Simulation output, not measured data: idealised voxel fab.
The name of this process module is voxel wiring stack.
Square cell edge 5 nm, section width 185 nm, ID cut.
Heads up, the way a cross-section reads in here is a grid of square cells, handed over as bands from the top down, with every band being one or more rows of cells. Read a band's entry like this: the first values are the height of its top and the height of its bottom in nm, and what follows is the sequence of materials from left to right, each with its width in nm. Note that "blank" is empty space, and that a single material marked "full width" reaches across the band from edge to edge. Below 0: as-received wafer, all one material; heights counted from there. Lowest band: no bottom, goes on down, written "0..down". Note: "30->40" means the width goes from the first number (top row of the band) to the second number (bottom row) in equal steps per row of cells. Step note "remains unaltered" = no cross-section cell changed. Enclosed voids (no open way to top), threshold 8 cells or more, entry "Unvented internal voids", notation width x height at distance, distance from left edge, nm. On each step's line, the part that comes after the settings is the simulator's own comment on the step. You can add "overlay nm" to a step's line. For a step with a mask, it describes how far the mask lay to the right of its planned position, and a negative number describes a lay to the left.

# Intended process steps
step 1: RECEIVE with material Si
step 2: CONFORMAL_DEP with material SiO2, thk nm 15
step 3: CONFORMAL_DEP with material SiN, thk nm 5
step 4: DIRECTIONAL_DEP with material lowk, thk nm 20
step 5: PATTERN with tone open, mask id METAL_1, material resist, width nm 20, pitch nm 45, thk nm 20, overlay nm 0
step 6: DIRECTIONAL_ETCH with etch materials lowk, depth nm 20
step 7: DIRECTIONAL_ETCH with etch materials SiN, depth nm 5
step 8: STRIP with etch materials resist
step 9: CONFORMAL_DEP with material TiN, thk nm 5
step 10: FILL_DEP with material Cu, thk nm 10
step 11: CMP with height nm 40
step 12: EPI with material Ru, thk nm 5
step 13: FILL_DEP with material SiCN, thk nm 5
step 14: DIRECTIONAL_DEP with material lowk, thk nm 20
step 15: MASKED_ETCH with tone open, mask id PLUG_1, width nm 15, pitch nm 90, etch materials lowk, depth nm 20, overlay nm 0
step 16: MASKED_ETCH with tone open, mask id PLUG_1, width nm 15, pitch nm 90, etch materials SiCN, depth nm 5, overlay nm 0
step 17: CONFORMAL_DEP with material TiN, thk nm 5
step 18: FILL_DEP with material W, thk nm 5
step 19: CMP with height nm 70
step 20: DIRECTIONAL_DEP with material TiN, thk nm 5
step 21: DIRECTIONAL_DEP with material Ru, thk nm 25
step 22: DIRECTIONAL_DEP with material aC, thk nm 10
step 23: PATTERN with tone cover, mask id METAL_2, material resist, width nm 20, pitch nm 45, thk nm 30, overlay nm 0
step 24: DIRECTIONAL_ETCH with etch materials aC, depth nm 10
step 25: STRIP with etch materials resist
step 26: DIRECTIONAL_ETCH with etch materials Ru, depth nm 25
step 27: DIRECTIONAL_ETCH with etch materials TiN, depth nm 5
step 28: STRIP with etch materials aC
step 29: FILL_DEP with material SiO2, thk nm 10
step 30: CMP with height nm 100
step 31: CONFORMAL_DEP with material SiCN, thk nm 5

# Account of the first of two wafers, which was processed as intended

# As-received state of the wafer in cross-section, equivalent to post-step 1
  0..down: Si full width
  Unvented internal voids: none

# Cross-section through the wafer, step 2 finished
  15..0: SiO2 full width
  Below 0, no change.

# Cross-section through the wafer, step 3 finished
  20..15: SiN full width
  Below 15, no change.

# Cross-section through the wafer, step 4 finished
  40..20: lowk full width
  Below 20, no change.

# Cross-section through the wafer, step 5 finished
  60..40: resist=35 / blank=20 / resist=25 / blank=20 / resist=25 / blank=20 / resist=40
  Below 40, no change.

# Cross-section through the wafer, step 6 finished
  60..40: resist=35 / blank=20 / resist=25 / blank=20 / resist=25 / blank=20 / resist=40
  40..20: lowk=35 / blank=20 / lowk=25 / blank=20 / lowk=25 / blank=20 / lowk=40
  Below 20, no change.

# Cross-section through the wafer, step 7 finished
  60..40: resist=35 / blank=20 / resist=25 / blank=20 / resist=25 / blank=20 / resist=40
  40..20: lowk=35 / blank=20 / lowk=25 / blank=20 / lowk=25 / blank=20 / lowk=40
  20..15: SiN=35 / blank=20 / SiN=25 / blank=20 / SiN=25 / blank=20 / SiN=40
  Below 15, no change.

# Cross-section through the wafer, step 8 finished
  40..20: lowk=35 / blank=20 / lowk=25 / blank=20 / lowk=25 / blank=20 / lowk=40
  Below 20, no change.

# Cross-section through the wafer, step 9 finished
  45..40: TiN=40 / blank=10 / TiN=35 / blank=10 / TiN=35 / blank=10 / TiN=45
  40..20: lowk=35 / TiN=5 / blank=10 / TiN=5 / lowk=25 / TiN=5 / blank=10 / TiN=5 / lowk=25 / TiN=5 / blank=10 / TiN=5 / lowk=40
  20..15: SiN=35 / TiN=20 / SiN=25 / TiN=20 / SiN=25 / TiN=20 / SiN=40
  Below 15, no change.

# Cross-section through the wafer, step 10 finished
  55..45: Cu full width
  45..40: TiN=40 / Cu=10 / TiN=35 / Cu=10 / TiN=35 / Cu=10 / TiN=45
  40..20: lowk=35 / TiN=5 / Cu=10 / TiN=5 / lowk=25 / TiN=5 / Cu=10 / TiN=5 / lowk=25 / TiN=5 / Cu=10 / TiN=5 / lowk=40
  Below 20, no change.

# Cross-section through the wafer, step 11 finished
  40..20: lowk=35 / TiN=5 / Cu=10 / TiN=5 / lowk=25 / TiN=5 / Cu=10 / TiN=5 / lowk=25 / TiN=5 / Cu=10 / TiN=5 / lowk=40
  Below 20, no change.

# Cross-section through the wafer, step 12 finished
  45..40: blank=30 / Ru=30 / blank=15 / Ru=30 / blank=15 / Ru=30 / blank=35
  Below 40, no change.

# Cross-section through the wafer, step 13 finished
  50..45: SiCN full width
  45..40: SiCN=30 / Ru=30 / SiCN=15 / Ru=30 / SiCN=15 / Ru=30 / SiCN=35
  Below 40, no change.

# Cross-section through the wafer, step 14 finished
  70..50: lowk full width
  Below 50, no change.

# Cross-section through the wafer, step 15 finished
  70..50: lowk=35 / blank=15 / lowk=75 / blank=15 / lowk=45
  Below 50, no change.

# Cross-section through the wafer, step 16 finished
  70..50: lowk=35 / blank=15 / lowk=75 / blank=15 / lowk=45
  50..45: SiCN=35 / blank=15 / SiCN=75 / blank=15 / SiCN=45
  Below 45, no change.

# Cross-section through the wafer, step 17 finished
  75..70: TiN=40 / blank=5 / TiN=85 / blank=5 / TiN=50
  70..50: lowk=35 / TiN=5 / blank=5 / TiN=5 / lowk=75 / TiN=5 / blank=5 / TiN=5 / lowk=45
  50..45: SiCN=35 / TiN=15 / SiCN=75 / TiN=15 / SiCN=45
  Below 45, no change.

# Cross-section through the wafer, step 18 finished
  80..75: W full width
  75..70: TiN=40 / W=5 / TiN=85 / W=5 / TiN=50
  70..50: lowk=35 / TiN=5 / W=5 / TiN=5 / lowk=75 / TiN=5 / W=5 / TiN=5 / lowk=45
  Below 50, no change.

# Cross-section through the wafer, step 19 finished
  70..50: lowk=35 / TiN=5 / W=5 / TiN=5 / lowk=75 / TiN=5 / W=5 / TiN=5 / lowk=45
  Below 50, no change.

# Cross-section through the wafer, step 20 finished
  75..70: TiN full width
  Below 70, no change.

# Cross-section through the wafer, step 21 finished
  100..75: Ru full width
  Below 75, no change.

# Cross-section through the wafer, step 22 finished
  110..100: aC full width
  Below 100, no change.

# Cross-section through the wafer, step 23 finished
  140..110: blank=35 / resist=20 / blank=25 / resist=20 / blank=25 / resist=20 / blank=40
  Below 110, no change.

# Cross-section through the wafer, step 24 finished
  130..110: blank=35 / resist=20 / blank=25 / resist=20 / blank=25 / resist=20 / blank=40
  110..100: blank=35 / aC=20 / blank=25 / aC=20 / blank=25 / aC=20 / blank=40
  Below 100, no change.

# Cross-section through the wafer, step 25 finished
  110..100: blank=35 / aC=20 / blank=25 / aC=20 / blank=25 / aC=20 / blank=40
  Below 100, no change.

# Cross-section through the wafer, step 26 finished
  110..100: blank=35 / aC=20 / blank=25 / aC=20 / blank=25 / aC=20 / blank=40
  100..75: blank=35 / Ru=20 / blank=25 / Ru=20 / blank=25 / Ru=20 / blank=40
  Below 75, no change.

# Cross-section through the wafer, step 27 finished
  110..100: blank=35 / aC=20 / blank=25 / aC=20 / blank=25 / aC=20 / blank=40
  100..75: blank=35 / Ru=20 / blank=25 / Ru=20 / blank=25 / Ru=20 / blank=40
  75..70: blank=35 / TiN=20 / blank=25 / TiN=20 / blank=25 / TiN=20 / blank=40
  Below 70, no change.

# Cross-section through the wafer, step 28 finished
  100..75: blank=35 / Ru=20 / blank=25 / Ru=20 / blank=25 / Ru=20 / blank=40
  Below 75, no change.

# Cross-section through the wafer, step 29 finished
  110..100: SiO2 full width
  100..75: SiO2=35 / Ru=20 / SiO2=25 / Ru=20 / SiO2=25 / Ru=20 / SiO2=40
  75..70: SiO2=35 / TiN=20 / SiO2=25 / TiN=20 / SiO2=25 / TiN=20 / SiO2=40
  Below 70, no change.

# Cross-section through the wafer, step 30 finished
  100..75: SiO2=35 / Ru=20 / SiO2=25 / Ru=20 / SiO2=25 / Ru=20 / SiO2=40
  Below 75, no change.

# Cross-section through the wafer, step 31 finished
  105..100: SiCN full width
  Below 100, no change.

# Second wafer - shared start and plan with the first - one error in running - same as the first up to step 4 inclusive

# Cross-section of the second wafer when, according to plan, step 5 should have finished
  60..40: resist=30 / blank=30 / resist=15 / blank=30 / resist=15 / blank=30 / resist=35
  Below 40, no change.

# Cross-section of the second wafer when, according to plan, step 6 should have finished
  60..40: resist=30 / blank=30 / resist=15 / blank=30 / resist=15 / blank=30 / resist=35
  40..20: lowk=30 / blank=30 / lowk=15 / blank=30 / lowk=15 / blank=30 / lowk=35
  Below 20, no change.

# Cross-section of the second wafer when, according to plan, step 7 should have finished
  60..40: resist=30 / blank=30 / resist=15 / blank=30 / resist=15 / blank=30 / resist=35
  40..20: lowk=30 / blank=30 / lowk=15 / blank=30 / lowk=15 / blank=30 / lowk=35
  20..15: SiN=30 / blank=30 / SiN=15 / blank=30 / SiN=15 / blank=30 / SiN=35
  Below 15, no change.

# Cross-section of the second wafer when, according to plan, step 8 should have finished
  40..20: lowk=30 / blank=30 / lowk=15 / blank=30 / lowk=15 / blank=30 / lowk=35
  Below 20, no change.

# Cross-section of the second wafer when, according to plan, step 9 should have finished
  45..40: TiN=35 / blank=20 / TiN=25 / blank=20 / TiN=25 / blank=20 / TiN=40
  40..20: lowk=30 / TiN=5 / blank=20 / TiN=5 / lowk=15 / TiN=5 / blank=20 / TiN=5 / lowk=15 / TiN=5 / blank=20 / TiN=5 / lowk=35
  20..15: SiN=30 / TiN=30 / SiN=15 / TiN=30 / SiN=15 / TiN=30 / SiN=35
  Below 15, no change.

# Cross-section of the second wafer when, according to plan, step 10 should have finished
  55..45: Cu full width
  45..40: TiN=35 / Cu=20 / TiN=25 / Cu=20 / TiN=25 / Cu=20 / TiN=40
  40..20: lowk=30 / TiN=5 / Cu=20 / TiN=5 / lowk=15 / TiN=5 / Cu=20 / TiN=5 / lowk=15 / TiN=5 / Cu=20 / TiN=5 / lowk=35
  Below 20, no change.

# Cross-section of the second wafer when, according to plan, step 11 should have finished
  40..20: lowk=30 / TiN=5 / Cu=20 / TiN=5 / lowk=15 / TiN=5 / Cu=20 / TiN=5 / lowk=15 / TiN=5 / Cu=20 / TiN=5 / lowk=35
  Below 20, no change.

# Cross-section of the second wafer when, according to plan, step 12 should have finished
  45..40: blank=25 / Ru=40 / blank=5 / Ru=40 / blank=5 / Ru=40 / blank=30
  Below 40, no change.

# Cross-section of the second wafer when, according to plan, step 13 should have finished
  50..45: SiCN full width
  45..40: SiCN=25 / Ru=40 / SiCN=5 / Ru=40 / SiCN=5 / Ru=40 / SiCN=30
  Below 40, no change.

# Cross-section of the second wafer when, according to plan, step 14 should have finished
  70..50: lowk full width
  Below 50, no change.

# Cross-section of the second wafer when, according to plan, step 15 should have finished
  70..50: lowk=35 / blank=15 / lowk=75 / blank=15 / lowk=45
  Below 50, no change.

# Cross-section of the second wafer when, according to plan, step 16 should have finished
  70..50: lowk=35 / blank=15 / lowk=75 / blank=15 / lowk=45
  50..45: SiCN=35 / blank=15 / SiCN=75 / blank=15 / SiCN=45
  Below 45, no change.

# Cross-section of the second wafer when, according to plan, step 17 should have finished
  75..70: TiN=40 / blank=5 / TiN=85 / blank=5 / TiN=50
  70..50: lowk=35 / TiN=5 / blank=5 / TiN=5 / lowk=75 / TiN=5 / blank=5 / TiN=5 / lowk=45
  50..45: SiCN=35 / TiN=15 / SiCN=75 / TiN=15 / SiCN=45
  Below 45, no change.

# Cross-section of the second wafer when, according to plan, step 18 should have finished
  80..75: W full width
  75..70: TiN=40 / W=5 / TiN=85 / W=5 / TiN=50
  70..50: lowk=35 / TiN=5 / W=5 / TiN=5 / lowk=75 / TiN=5 / W=5 / TiN=5 / lowk=45
  Below 50, no change.

# Cross-section of the second wafer when, according to plan, step 19 should have finished
  70..50: lowk=35 / TiN=5 / W=5 / TiN=5 / lowk=75 / TiN=5 / W=5 / TiN=5 / lowk=45
  Below 50, no change.

# Cross-section of the second wafer when, according to plan, step 20 should have finished
  75..70: TiN full width
  Below 70, no change.

# Cross-section of the second wafer when, according to plan, step 21 should have finished
  100..75: Ru full width
  Below 75, no change.

# Cross-section of the second wafer when, according to plan, step 22 should have finished
  110..100: aC full width
  Below 100, no change.

# Cross-section of the second wafer when, according to plan, step 23 should have finished
  140..110: blank=35 / resist=20 / blank=25 / resist=20 / blank=25 / resist=20 / blank=40
  Below 110, no change.

# Cross-section of the second wafer when, according to plan, step 24 should have finished
  130..110: blank=35 / resist=20 / blank=25 / resist=20 / blank=25 / resist=20 / blank=40
  110..100: blank=35 / aC=20 / blank=25 / aC=20 / blank=25 / aC=20 / blank=40
  Below 100, no change.

# Cross-section of the second wafer when, according to plan, step 25 should have finished
  110..100: blank=35 / aC=20 / blank=25 / aC=20 / blank=25 / aC=20 / blank=40
  Below 100, no change.

# Cross-section of the second wafer when, according to plan, step 26 should have finished
  110..100: blank=35 / aC=20 / blank=25 / aC=20 / blank=25 / aC=20 / blank=40
  100..75: blank=35 / Ru=20 / blank=25 / Ru=20 / blank=25 / Ru=20 / blank=40
  Below 75, no change.

# Cross-section of the second wafer when, according to plan, step 27 should have finished
  110..100: blank=35 / aC=20 / blank=25 / aC=20 / blank=25 / aC=20 / blank=40
  100..75: blank=35 / Ru=20 / blank=25 / Ru=20 / blank=25 / Ru=20 / blank=40
  75..70: blank=35 / TiN=20 / blank=25 / TiN=20 / blank=25 / TiN=20 / blank=40
  Below 70, no change.

# Cross-section of the second wafer when, according to plan, step 28 should have finished
  100..75: blank=35 / Ru=20 / blank=25 / Ru=20 / blank=25 / Ru=20 / blank=40
  Below 75, no change.

# Cross-section of the second wafer when, according to plan, step 29 should have finished
  110..100: SiO2 full width
  100..75: SiO2=35 / Ru=20 / SiO2=25 / Ru=20 / SiO2=25 / Ru=20 / SiO2=40
  75..70: SiO2=35 / TiN=20 / SiO2=25 / TiN=20 / SiO2=25 / TiN=20 / SiO2=40
  Below 70, no change.

# Cross-section of the second wafer when, according to plan, step 30 should have finished
  100..75: SiO2=35 / Ru=20 / SiO2=25 / Ru=20 / SiO2=25 / Ru=20 / SiO2=40
  Below 75, no change.

# Cross-section of the second wafer when, according to plan, step 31 should have finished
  105..100: SiCN full width
  Below 100, no change.
Diagnosis: rather than as planned, step 5 actually ran as PATTERN with tone open, mask id METAL_1, material resist, width nm 30, pitch nm 45, thk nm 20, overlay nm 0
Per the end-of-run cell counts, the second wafer holds more or fewer of some materials than the first: Cu +24 | Ru +6 | SiCN -6 | SiN -6 | TiN +6 | lowk -24
